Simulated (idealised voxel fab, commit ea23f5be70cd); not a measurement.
Title: Process Module voxel self aligned contacts
The cross-section shown here is cut; it is 235 nm wide and divided into square cells measuring 5 nm on a side.
A cross-section is written here as square cells arranged in a grid, and it is given in bands from the top down, each band taking up one or more rows of cells. Look at the band entry: it leads with the top's height and the bottom's height in nm. Then it lists the materials left to right, with a width in nm for each. The word "everywhere" on a single material says that material fills the band edge to edge. The word "blank" is empty space. Height 0 is the level under which the wafer as received is all one material. The lowest band goes on downwards, as in "from 0 down". So if you see something like "30->40" for the width, read it as the top row of the band sitting at the first number and the bottom row at the second, with every row in between moving by the same amount as the last. Where a step carries "all unchanged", the cross-section came out of it unchanged, cell for cell. Each empty space that has no open way to the top and spans at least 8 cells appears under "Closed internal cavities" as width x height at distance, the distance counted from the left edge, all in nm. Note: text after step settings on the step line = simulator remark on that step. Among the settings permitted on a step's line is "overlay nm"; applied to a step with a mask, it specifies the extent to which the mask lay to the right of its planned position, whereas a negative figure signifies a position to the left.
-- Here's what the planned process steps look like
step 1: RECEIVE,material Si
step 2: CONFORMAL_DEP,material SiO2,thk nm 5
step 3: DIRECTIONAL_DEP,material polySi,thk nm 30
step 4: DIRECTIONAL_DEP,material SiN,thk nm 15
step 5: PATTERN,tone cover,mask id GATE,material resist,width nm 25,pitch nm 50,thk nm 20,overlay nm 0
step 6: DIRECTIONAL_ETCH,etch materials SiN,depth nm 15
step 7: DIRECTIONAL_ETCH,etch materials polySi,depth nm 30
step 8: STRIP,etch materials resist
step 9: CONFORMAL_DEP,material SiN,thk nm 5
step 10: DIRECTIONAL_ETCH,etch materials SiN,depth nm 5
step 11: FILL_DEP,material SiO2,thk nm 15
step 12: CMP,height nm 60
step 13: PATTERN,tone open,mask id CONTACT,material resist,width nm 35,pitch nm 50,thk nm 15,overlay nm 0
step 14: DIRECTIONAL_ETCH,etch materials SiO2,depth nm 60
step 15: STRIP,etch materials resist
step 16: CONFORMAL_DEP,material TiN,thk nm 5
step 17: FILL_DEP,material Ru,thk nm 10
step 18: CMP,height nm 60
step 19: CONFORMAL_DEP,material SiCN,thk nm 5
-- Cross-section of the incoming wafer, state after step 1
* from 0 down: Si everywhere
* Closed internal cavities: none
-- a wafer at the end: this start, this plan, one mistake
* from 65 to 60: SiCN everywhere
* from 60 to 50: SiO2 (80) | TiN (5->10) | Ru (25->5) | TiN (5->20) | SiO2 (15) | TiN (5->10) | Ru (25->5) | TiN (5->20) | SiO2 (70)
* from 50 to 35: SiO2 (50) | SiN (35) | TiN (5) | Ru (5) | TiN (5) | SiN (35) | TiN (5) | Ru (5) | TiN (5) | SiN (35) | SiO2 (50)
* from 35 to 5: SiO2 (50) | SiN (5) | polySi (25) | SiN (5) | TiN (5) | Ru (5) | TiN (5) | SiN (5) | polySi (25) | SiN (5) | TiN (5) | Ru (5) | TiN (5) | SiN (5) | polySi (25) | SiN (5) | SiO2 (50)
* from 5 to 0: SiO2 (85) | TiN (15) | SiO2 (35) | TiN (15) | SiO2 (85)
* from 0 down: Si everywhere
* Closed internal cavities: none
What was done differently from what was planned? contrary to plan, step 13 was performed as PATTERN,tone open,mask id CONTACT,material resist,width nm 35,pitch nm 50,thk nm 15,overlay nm 5
